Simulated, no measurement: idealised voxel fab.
The document below concerns the process module designated voxel fin reveal.
The cross-section on display is named cut; it measures 295 nm wide, and its cells are 5 nm squares.
Throughout this document, each cross-section is represented as a grid of square cells and is presented as a sequence of bands enumerated from the top downward, where a band comprises one or more rows of cells.
It is stipulated that each band's entry specify, in nanometres, the height of the top of the band and then that of its bottom, followed by the materials of the band in left-to-right sequence, each together with its width in nanometres. A single material marked by the word "all across" is understood to fill the band from edge to edge; the word "empty" is understood to denote empty space.
For the purposes of this specification, 0 denotes the height below which the wafer in its as-received condition is composed wholly of one material, and the lowermost band, lacking a lower limit, extends downward without end, as expressed in "top 0, no bottom".
Width: "30 to 40" (first number = top row, second number = bottom row, same change from row to row of cells).
Reading "changes: none" for a step: not a cell of the cross-section changed in it.
Entry "Enclosed void listing". Content: empty spaces with no open connection to the top, size 8 cells or greater. Each: width x height at distance. Distance: from left edge. Unit: nm.
Text after the settings on a step's line: the simulator's own remark on that step.
overlay nm: mask offset rightward from planned place, masked step; negative means leftward offset.

**plan**
1: RECEIVE with material Si
2: CONFORMAL_DEP with material SiN, thk nm 5
3: PATTERN with tone cover, mask id FINS, material resist, width nm 15, pitch nm 35, thk nm 15, overlay nm -15
4: DIRECTIONAL_ETCH with etch materials SiN, depth nm 5
5: DIRECTIONAL_ETCH with etch materials Si, depth nm 35
6: STRIP with etch materials resist
7: FILL_DEP with material SiO2, thk nm 15
8: CMP with height nm 5
9: SELECTIVE_ETCH with etch materials SiO2, depth nm 25
10: STRIP with etch materials SiN
11: CONFORMAL_DEP with material HfO2, thk nm 5
The plan shows the overlay nm of step 3 as the first wafer had it; this setting differs between the wafers, which start out alike.

**Cross-section of the first of several wafers as received (after step 1)**
> top 0, no bottom  Si all across
> Enclosed void listing: none

**Here's the first of several wafers in cross-section, end of the module, after the last step, step 11**
> top 5, bottom 0  empty 65  HfO2 25  empty 10  HfO2 25  empty 10  HfO2 25  empty 10  HfO2 25  empty 100
> top 0, bottom -15  empty 65  HfO2 5  Si 15  HfO2 5  empty 10  HfO2 5  Si 15  HfO2 5  empty 10  HfO2 5  Si 15  HfO2 5  empty 10  HfO2 5  Si 15  HfO2 5  empty 100
> top -15, bottom -20  HfO2 70  Si 15  HfO2 20  Si 15  HfO2 20  Si 15  HfO2 20  Si 15  HfO2 105
> top -20, bottom -35  SiO2 70  Si 15  SiO2 20  Si 15  SiO2 20  Si 15  SiO2 20  Si 15  SiO2 105
> top -35, no bottom  Si all across
> Enclosed void listing: none

**End of module: cross-section, last of several wafers**
> top 5, bottom 0  empty 95  HfO2 25  empty 10  HfO2 25  empty 10  HfO2 25  empty 10  HfO2 25  empty 70
> top 0, bottom -15  empty 95  HfO2 5  Si 15  HfO2 5  empty 10  HfO2 5  Si 15  HfO2 5  empty 10  HfO2 5  Si 15  HfO2 5  empty 10  HfO2 5  Si 15  HfO2 5  empty 70
> top -15, bottom -20  HfO2 100  Si 15  HfO2 20  Si 15  HfO2 20  Si 15  HfO2 20  Si 15  HfO2 75
> top -20, bottom -35  SiO2 100  Si 15  SiO2 20  Si 15  SiO2 20  Si 15  SiO2 20  Si 15  SiO2 75
> top -35, no bottom  Si all across
> Enclosed void listing: none

**Basically each wafer gets a line in the table, showing it at the end of the module: material by material, the cells it gained (+) or lost (-) since we got it, then its closed voids**
overlay nm -15 | +91 HfO2 | -329 Si | +141 SiO2 | Enclosed void listing: none
overlay nm -10 | +91 HfO2 | -329 Si | +141 SiO2 | Enclosed void listing: none
overlay nm -5 | +91 HfO2 | -329 Si | +141 SiO2 | Enclosed void listing: none
overlay nm 0 | +91 HfO2 | -329 Si | +141 SiO2 | Enclosed void listing: none
overlay nm 5 | +91 HfO2 | -329 Si | +141 SiO2 | Enclosed void listing: none
overlay nm 10 | +91 HfO2 | -329 Si | +141 SiO2 | Enclosed void listing: none
overlay nm 15 | +91 HfO2 | -329 Si | +141 SiO2 | Enclosed void listing: none
